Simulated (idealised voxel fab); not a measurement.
process module | voxel self aligned contacts
cross-section cut | 185 nm wide | cells 5 nm
A cross-section is a grid of square cells, given in bands from the top down. A band is one or more rows of cells.
Each band's line starts with the height of the band's top and of its bottom, in nm. Then come its materials from left to right, each with its width in nm. One material with "throughout" fills the band from edge to edge. "air" is empty space.
Height 0 is the level under which the wafer as received is all one material. The lowest band goes on downwards, as in "0 down".
A width such as "30 to 40" changes by the same amount from each row of cells to the next, from the band's top row to its bottom row.
"no change" after a step means that no cell of the cross-section changed.
closed voids: empty space of 8 cells or more with no open way to the top, each as width x height at its distance from the left edge, in nm
after a step's settings: what the simulator itself notes on the step
overlay nm, on a step with a mask: how far to the right of its planned place the mask lay; to the left if negative
plan
1 op RECEIVE | material Si
2 op CONFORMAL_DEP | material SiO2 | thk nm 5
3 op DIRECTIONAL_DEP | material polySi | thk nm 20
4 op DIRECTIONAL_DEP | material SiN | thk nm 20
5 op PATTERN | tone cover | mask id GATE | material resist | width nm 25 | pitch nm 60 | thk nm 15 | overlay nm 0
6 op DIRECTIONAL_ETCH | etch materials SiN | depth nm 20
7 op DIRECTIONAL_ETCH | etch materials polySi | depth nm 20
8 op STRIP | etch materials resist
9 op CONFORMAL_DEP | material SiN | thk nm 5
10 op DIRECTIONAL_ETCH | etch materials SiN | depth nm 5
11 op FILL_DEP | material SiO2 | thk nm 15
12 op CMP | height nm 50
13 op PATTERN | tone open | mask id CONTACT | material resist | width nm 45 | thk nm 15 | overlay nm 0
14 op DIRECTIONAL_ETCH | etch materials SiO2 | depth nm 50
15 op STRIP | etch materials resist
16 op CONFORMAL_DEP | material TiN | thk nm 5
17 op FILL_DEP | material Ru | thk nm 5
18 op CMP | height nm 50
19 op CONFORMAL_DEP | material SiN | thk nm 5
as received, after step 1
  0 down: Si throughout
  closed voids: none
first wafer at the end, as planned
  55 to 50: SiN throughout
  50 to 45: SiO2 70 | TiN 15 | Ru 15 | TiN 15 | SiO2 70
  45 to 25: SiO2 45 | SiN 35 | TiN 5 | Ru 15 | TiN 5 | SiN 35 | SiO2 45
  25 to 5: SiO2 45 | SiN 5 | polySi 25 | SiN 5 | TiN 5 | Ru 15 | TiN 5 | SiN 5 | polySi 25 | SiN 5 | SiO2 45
  5 to 0: SiO2 80 | TiN 25 | SiO2 80
  0 down: Si throughout
  closed voids: none
second wafer at the end: like start, like plan, one mistake
  55 to 50: SiN throughout
  50 to 45: SiO2 70 | TiN 15 | Ru 15 | TiN 15 | SiO2 70
  45 to 25: SiO2 45 | SiN 35 | TiN 5 | Ru 15 | TiN 5 | SiN 35 | SiO2 45
  25 to 10: SiO2 45 | SiN 5 | polySi 25 | SiN 5 | TiN 5 | Ru 15 | TiN 5 | SiN 5 | polySi 25 | SiN 5 | SiO2 45
  10 to 5: SiO2 45 | SiN 5 | polySi 25 | SiN 5 | TiN 25 | SiN 5 | polySi 25 | SiN 5 | SiO2 45
  5 to 0: SiN throughout
  0 down: Si throughout
  closed voids: none
what went wrong: step 2 ran as: op CONFORMAL_DEP | material SiN | thk nm 5
at the end the second wafer has, in cells: 3 fewer of Ru | 37 more of SiN | 32 fewer of SiO2 | 2 fewer of TiN
